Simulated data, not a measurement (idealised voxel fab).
Documented hereafter: the process module known as voxel wiring stack.
The cross-section shown here is cut; it is 250 nm wide and divided into square cells measuring 5 nm on a side.
Cross-sections here: square-cell grids, written as top-down lists of bands, a band being one or more rows of cells. Per band: top height and bottom height in nm, followed by the left-to-right materials and their widths in nm; "all across" marks a single material spanning edge to edge, "air" marks empty space. Heights are measured from 0, the level below which the as-received wafer is all one material; the lowest band has no bottom and continues downward, written as in "0 nm and below". So if you see something like "30->40" for the width, read it as the top row of the band sitting at the first number and the bottom row at the second, with every row in between moving by the same amount as the last. The cross-section has no changed cell in any step marked "no modifications". You'll see "Sealed void list" listing empty spaces that have no way open to the top, as long as they're 8 cells or more; the notation is width x height at distance, where the distance is from the left edge, and all of it is in nm. Read whatever lies past the settings on a step's line as the simulator's own remark about the step. Regarding "overlay nm": on a step with a mask, it is the distance the mask lay to the right of its planned place; a negative value places it to the left.
-- The process steps that were planned are listed below
1. op RECEIVE | material Si
2. op CONFORMAL_DEP | material SiO2 | thk nm 10
3. op DIRECTIONAL_DEP | material TiN | thk nm 5
4. op DIRECTIONAL_DEP | material Ru | thk nm 15
5. op DIRECTIONAL_DEP | material aC | thk nm 10
6. op PATTERN | tone cover | mask id METAL_1 | material resist | width nm 30 | pitch nm 50 | thk nm 25 | overlay nm 0
7. op DIRECTIONAL_ETCH | etch materials aC | depth nm 10
8. op STRIP | etch materials resist
9. op DIRECTIONAL_ETCH | etch materials Ru | depth nm 15
10. op DIRECTIONAL_ETCH | etch materials TiN | depth nm 5
11. op STRIP | etch materials aC
12. op FILL_DEP | material SiO2 | thk nm 5
13. op CMP | height nm 30
14. op CONFORMAL_DEP | material SiCN | thk nm 5
15. op DIRECTIONAL_DEP | material lowk | thk nm 30
16. op MASKED_ETCH | tone open | mask id METAL_2 | width nm 30 | pitch nm 50 | etch materials lowk | depth nm 20 | overlay nm 0
17. op MASKED_ETCH | tone open | mask id METAL_2_HOLES | width nm 15 | pitch nm 100 | etch materials lowk | depth nm 10 | overlay nm 0
18. op MASKED_ETCH | tone open | mask id METAL_2_HOLES | width nm 15 | pitch nm 100 | etch materials SiCN | depth nm 5 | overlay nm 0
19. op CONFORMAL_DEP | material TiN | thk nm 5
20. op FILL_DEP | material Ru | thk nm 5
21. op CMP | height nm 65
22. op CONFORMAL_DEP | material SiCN | thk nm 5
23. op DIRECTIONAL_DEP | material lowk | thk nm 10
24. op PATTERN | tone open | mask id PLUG_2 | material resist | width nm 15 | pitch nm 50 | thk nm 20 | overlay nm 0
25. op DIRECTIONAL_ETCH | etch materials lowk | depth nm 10
26. op DIRECTIONAL_ETCH | etch materials SiCN | depth nm 5
27. op STRIP | etch materials resist
28. op EPI | material Ru | thk nm 10
29. op EPI | material Ru | thk nm 5
30. op CONFORMAL_DEP | material SiCN | thk nm 5
31. op DIRECTIONAL_DEP | material SiO2 | thk nm 25
32. op PATTERN | tone open | mask id METAL_3 | material resist | width nm 30 | pitch nm 50 | thk nm 15 | overlay nm 0
33. op DIRECTIONAL_ETCH | etch materials SiO2 | depth nm 25
34. op DIRECTIONAL_ETCH | etch materials SiCN | depth nm 5
35. op STRIP | etch materials resist
36. op CONFORMAL_DEP | material TiN | thk nm 5
37. op FILL_DEP | material Ru | thk nm 5
38. op CMP | height nm 110
39. op CONFORMAL_DEP | material SiN | thk nm 5
-- Cross-sectional view of the wafer in its as-received condition, corresponding to the state after step 1
- 0 nm and below: Si all across
- Sealed void list: none
-- First of two wafers, end-of-module section, run followed plan
- 115 nm to 110 nm: SiN all across
- 110 nm to 85 nm: SiO2: 60 / TiN: 5 / Ru: 20 / TiN: 5 / SiO2: 20 / TiN: 5 / Ru: 20 / TiN: 5 / SiO2: 20 / TiN: 5 / Ru: 20 / TiN: 5 / SiO2: 60
- 85 nm to 80 nm: SiCN: 60 / TiN: 30 / SiCN: 20 / TiN: 30 / SiCN: 20 / TiN: 30 / SiCN: 60
- 80 nm to 70 nm: lowk: 60 / Ru: 15 / lowk: 35 / Ru: 15 / lowk: 35 / Ru: 15 / lowk: 75
- 70 nm to 65 nm: SiCN: 60 / Ru: 15 / SiCN: 35 / Ru: 15 / SiCN: 35 / Ru: 15 / SiCN: 75
- 65 nm to 50 nm: lowk: 60 / TiN: 5 / Ru: 20 / TiN: 5 / lowk: 20 / TiN: 5 / Ru: 20 / TiN: 5 / lowk: 20 / TiN: 5 / Ru: 20 / TiN: 5 / lowk: 60
- 50 nm to 45 nm: lowk: 60 / TiN: 5 / Ru: 5 / TiN: 20 / lowk: 20 / TiN: 30 / lowk: 20 / TiN: 5 / Ru: 5 / TiN: 20 / lowk: 60
- 45 nm to 35 nm: lowk: 60 / TiN: 5 / Ru: 5 / TiN: 5 / lowk: 85 / TiN: 5 / Ru: 5 / TiN: 5 / lowk: 75
- 35 nm to 30 nm: SiCN: 60 / TiN: 15 / SiCN: 85 / TiN: 15 / SiCN: 75
- 30 nm to 15 nm: SiO2: 60 / Ru: 30 / SiO2: 20 / Ru: 30 / SiO2: 20 / Ru: 30 / SiO2: 60
- 15 nm to 10 nm: SiO2: 60 / TiN: 30 / SiO2: 20 / TiN: 30 / SiO2: 20 / TiN: 30 / SiO2: 60
- 10 nm to 0 nm: SiO2 all across
- 0 nm and below: Si all across
- Sealed void list: none
-- second wafer at the end: like start, like plan, one mistake
- 115 nm to 110 nm: SiN all across
- 110 nm to 95 nm: SiO2: 60 / TiN: 5 / Ru: 20 / TiN: 5 / SiO2: 20 / TiN: 5 / Ru: 20 / TiN: 5 / SiO2: 20 / TiN: 5 / Ru: 20 / TiN: 5 / SiO2: 60
- 95 nm to 90 nm: SiO2: 45 / SiCN: 15 / TiN: 30 / SiO2: 5 / SiCN: 15 / TiN: 30 / SiO2: 5 / SiCN: 15 / TiN: 30 / SiO2: 60
- 90 nm to 85 nm: SiO2: 45 / SiCN: 5 / Ru: 35 / SiCN: 5 / SiO2: 5 / SiCN: 5 / Ru: 35 / SiCN: 5 / SiO2: 5 / SiCN: 5 / Ru: 35 / SiCN: 5 / SiO2: 60
- 85 nm to 80 nm: SiCN: 50 / Ru: 35 / SiCN: 15 / Ru: 35 / SiCN: 15 / Ru: 35 / SiCN: 65
- 80 nm to 70 nm: lowk: 60 / Ru: 15 / lowk: 35 / Ru: 15 / lowk: 35 / Ru: 15 / lowk: 75
- 70 nm to 65 nm: SiCN: 60 / Ru: 15 / SiCN: 35 / Ru: 15 / SiCN: 35 / Ru: 15 / SiCN: 75
- 65 nm to 50 nm: lowk: 60 / TiN: 5 / Ru: 20 / TiN: 5 / lowk: 20 / TiN: 5 / Ru: 20 / TiN: 5 / lowk: 20 / TiN: 5 / Ru: 20 / TiN: 5 / lowk: 60
- 50 nm to 45 nm: lowk: 60 / TiN: 5 / Ru: 5 / TiN: 20 / lowk: 20 / TiN: 30 / lowk: 20 / TiN: 5 / Ru: 5 / TiN: 20 / lowk: 60
- 45 nm to 35 nm: lowk: 60 / TiN: 5 / Ru: 5 / TiN: 5 / lowk: 85 / TiN: 5 / Ru: 5 / TiN: 5 / lowk: 75
- 35 nm to 30 nm: SiCN: 60 / TiN: 15 / SiCN: 85 / TiN: 15 / SiCN: 75
- 30 nm to 15 nm: SiO2: 60 / Ru: 30 / SiO2: 20 / Ru: 30 / SiO2: 20 / Ru: 30 / SiO2: 60
- 15 nm to 10 nm: SiO2: 60 / TiN: 30 / SiO2: 20 / TiN: 30 / SiO2: 20 / TiN: 30 / SiO2: 60
- 10 nm to 0 nm: SiO2 all across
- 0 nm and below: Si all across
- Sealed void list: none
Diagnosis: execution of plan step 28 occurred twice
Per the end-of-run cell counts, the second wafer holds more or fewer of some materials than the first: Ru +18; SiCN +12; SiO2 -18; TiN -12
